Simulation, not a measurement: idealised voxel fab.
Herein follows the process module entitled voxel capacitor over wiring.
For reference, the cross-section in this document is cut, with width 160 nm and square cells of 5 nm.
Cross-section = grid of square cells, listed top down in bands; band = one or more rows. Heads up on the band format: heights come first, top then bottom, in nm. After that it's the materials left to right, each with its width in nm. A single material flagged "edge to edge" fills the whole band edge to edge, and "empty" means there's empty space there. Basically, 0 is our baseline, since under it the wafer straight out of the box is all one material. The bottom band has no lower end and keeps on going down, so it looks like "z 0 and below". The expression "30->40" gives the width at the extremes of the band, the first number at its top row of cells and the second at its bottom row, with the width changing by equal amounts from each row to the next in between. A step reported as "everything unchanged" is a step in which no cell of the cross-section changed. Entry "Trapped voids" = empty spaces >= 8 cells with no open way to the top; each as width x height at distance, distance from left edge, all nm. That trailing text on a step's line, after the settings, is the simulator's own remark on the step. You can add "overlay nm" to a step's line. For a step with a mask, it describes how far the mask lay to the right of its planned position, and a negative number describes a lay to the left.

# Process steps - plan
1 RECEIVE,material Si
2 CONFORMAL_DEP,material SiO2,thk nm 10
3 CONFORMAL_DEP,material SiCN,thk nm 5
4 DIRECTIONAL_DEP,material SiO2,thk nm 25
5 MASKED_ETCH,tone open,mask id METAL_1,width nm 20,pitch nm 75,etch materials SiO2,depth nm 25,overlay nm 0
6 MASKED_ETCH,tone open,mask id METAL_1,width nm 20,pitch nm 75,etch materials SiCN,depth nm 5,overlay nm 0
7 CONFORMAL_DEP,material TiN,thk nm 5
8 FILL_DEP,material Cu,thk nm 5
9 CMP,height nm 40
10 CONFORMAL_DEP,material SiCN,thk nm 5
11 DIRECTIONAL_DEP,material lowk,thk nm 20
12 DIRECTIONAL_DEP,material aC,thk nm 15
13 PATTERN,tone open,mask id PLUG_1,material resist,width nm 15,thk nm 35,overlay nm 0
14 DIRECTIONAL_ETCH,etch materials aC,depth nm 15
15 STRIP,etch materials resist
16 DIRECTIONAL_ETCH,etch materials lowk,depth nm 20
17 DIRECTIONAL_ETCH,etch materials SiCN,depth nm 5
18 STRIP,etch materials aC
19 EPI,material Ru,thk nm 10
20 EPI,material Ru,thk nm 10
21 EPI,material Ru,thk nm 5
22 DIRECTIONAL_DEP,material TiN,thk nm 10
23 DIRECTIONAL_DEP,material Al2O3,thk nm 5
24 DIRECTIONAL_DEP,material TiN,thk nm 5
25 PATTERN,tone cover,mask id UPPER_PLATE,material resist,width nm 60,thk nm 15,overlay nm 0
26 DIRECTIONAL_ETCH,etch materials TiN,depth nm 5
27 DIRECTIONAL_ETCH,etch materials Al2O3,depth nm 5
28 STRIP,etch materials resist
29 PATTERN,tone cover,mask id LOWER_PLATE,material resist,width nm 70,thk nm 15,overlay nm 0
30 DIRECTIONAL_ETCH,etch materials TiN,depth nm 10
31 STRIP,etch materials resist
32 FILL_DEP,material SiO2,thk nm 20
33 CMP,height nm 100
34 DIRECTIONAL_DEP,material aC,thk nm 15
35 PATTERN,tone open,mask id PLUG_2,material resist,width nm 15,thk nm 30,overlay nm 0
36 DIRECTIONAL_ETCH,etch materials aC,depth nm 15
37 STRIP,etch materials resist
38 DIRECTIONAL_ETCH,etch materials SiO2,depth nm 15
39 STRIP,etch materials aC
40 CONFORMAL_DEP,material TiN,thk nm 5
41 FILL_DEP,material Cu,thk nm 5
42 CMP,height nm 100
43 CONFORMAL_DEP,material SiCN,thk nm 5

# Delivered wafer in cross-section: state after step 1
	z 0 and below = Si edge to edge
	Trapped voids: none

# Starting wafer: above. Plan: above. Run: one mistake. Cross-section after the module: below
	z 105 to 100 = SiCN edge to edge
	z 100 to 90 = 45 of SiO2, 5 of TiN, 10 of Cu, 5 of TiN, 95 of SiO2
	z 90 to 80 = 45->35 of SiO2, 20->60 of TiN, 95->65 of SiO2
	z 80 to 75 = 35 of SiO2, 60 of Al2O3, 65 of SiO2
	z 75 to 65 = 30 of SiO2, 70 of TiN, 60 of SiO2
	z 65 to 45 = 35 of lowk, 15 of Ru, 110 of lowk
	z 45 to 40 = 35 of SiCN, 15 of Ru, 110 of SiCN
	z 40 to 15 = 30 of SiO2, 5 of TiN, 10 of Cu, 5 of TiN, 55 of SiO2, 5 of TiN, 10 of Cu, 5 of TiN, 35 of SiO2
	z 15 to 10 = 30 of SiCN, 20 of TiN, 55 of SiCN, 20 of TiN, 35 of SiCN
	z 10 to 0 = SiO2 edge to edge
	z 0 and below = Si edge to edge
	Trapped voids: none
Diagnosis: off-plan run, step 35, actual operation and settings PATTERN,tone open,mask id PLUG_2,material resist,width nm 20,thk nm 30,overlay nm 0
